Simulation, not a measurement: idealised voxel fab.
The following process module bears the name voxel released beams.
FYI the section here is cut, 285 nm wide, cells are 5 nm squares.
Cross-section layout: square cells on a grid; listed as bands, top to bottom; a band spans one or more cell rows.
Heads up on the band format: heights come first, top then bottom, in nm. After that it's the materials left to right, each with its width in nm. A single material flagged "full width" fills the whole band edge to edge, and "air" means there's empty space there.
Convention: height 0 is the level below which the wafer, as received, is all one material. The lowest band does not terminate at the bottom but continues downward, represented as "0 nm and below".
A two-number width, for instance "30 to 40", indicates that the width is equal to the first number in the top row of the band and to the second number in the bottom row, and that it changes by a constant amount per row of cells.
"same as before" -> step changed no cross-section cell.
In the "Sealed void list" entry, you get each enclosed empty space of 8 cells or more, one with no open way to the top, written width x height at distance, distance from the left edge, in nm.
Step line, after settings: the simulator's comment on this step.
"overlay nm", when on a step's line for a step with a mask, measures how far to the right of its planned place the mask lay; a negative measure means to the left.

Steps in the process plan:
- 1: op RECEIVE | material Si
- 2: op CONFORMAL_DEP | material SiN | thk nm 5
- 3: op DIRECTIONAL_DEP | material SiO2 | thk nm 20
- 4: op PATTERN | tone open | mask id ANCHOR | material resist | width nm 30 | thk nm 15 | overlay nm 0
- 5: op DIRECTIONAL_ETCH | etch materials SiO2 | depth nm 20
- 6: op STRIP | etch materials resist
- 7: op CONFORMAL_DEP | material TiN | thk nm 10
- 8: op DIRECTIONAL_DEP | material aC | thk nm 10
- 9: op PATTERN | tone cover | mask id BEAM | material resist | width nm 100 | thk nm 25 | overlay nm 0
- 10: op DIRECTIONAL_ETCH | etch materials aC | depth nm 10
- 11: op STRIP | etch materials resist
- 12: op DIRECTIONAL_ETCH | etch materials TiN | depth nm 10
- 13: op STRIP | etch materials aC
- 14: op STRIP | etch materials SiO2
Don't read the plan's width nm for step 9 as applying to every wafer: that's the first wafer's value, and the wafers differ in it, though they all start identical.

Received wafers, first of several: cross-section after step 1:
- 0 nm and below | Si full width
- Sealed void list: none

Shown in cross-section: the first of several wafers at the end of the module, after its last step, step 14:
- 35 nm to 25 nm | 90 nm air; 10 nm TiN; 10 nm air; 80 nm TiN; 95 nm air
- 25 nm to 15 nm | 90 nm air; 10 nm TiN; 10 nm air; 10 nm TiN; 165 nm air
- 15 nm to 5 nm | 90 nm air; 30 nm TiN; 165 nm air
- 5 nm to 0 nm | SiN full width
- 0 nm and below | Si full width
- Sealed void list: none

Last-wafer cross-section at the end of the module:
- 35 nm to 25 nm | 80 nm air; 20 nm TiN; 10 nm air; 95 nm TiN; 80 nm air
- 25 nm to 15 nm | 90 nm air; 10 nm TiN; 10 nm air; 10 nm TiN; 165 nm air
- 15 nm to 5 nm | 90 nm air; 30 nm TiN; 165 nm air
- 5 nm to 0 nm | SiN full width
- 0 nm and below | Si full width
- Sealed void list: none

The following table contains a row per wafer, in which are reported, at the conclusion of the module, the cells of each material gained (+) or lost (-) since the wafer's receipt, with its closed voids given thereafter:
width nm 100 | +57 SiN | +56 TiN | Sealed void list: none
width nm 105 | +57 SiN | +58 TiN | Sealed void list: none
width nm 110 | +57 SiN | +60 TiN | Sealed void list: none
width nm 115 | +57 SiN | +62 TiN | Sealed void list: none
width nm 120 | +57 SiN | +64 TiN | Sealed void list: none
width nm 125 | +57 SiN | +66 TiN | Sealed void list: none
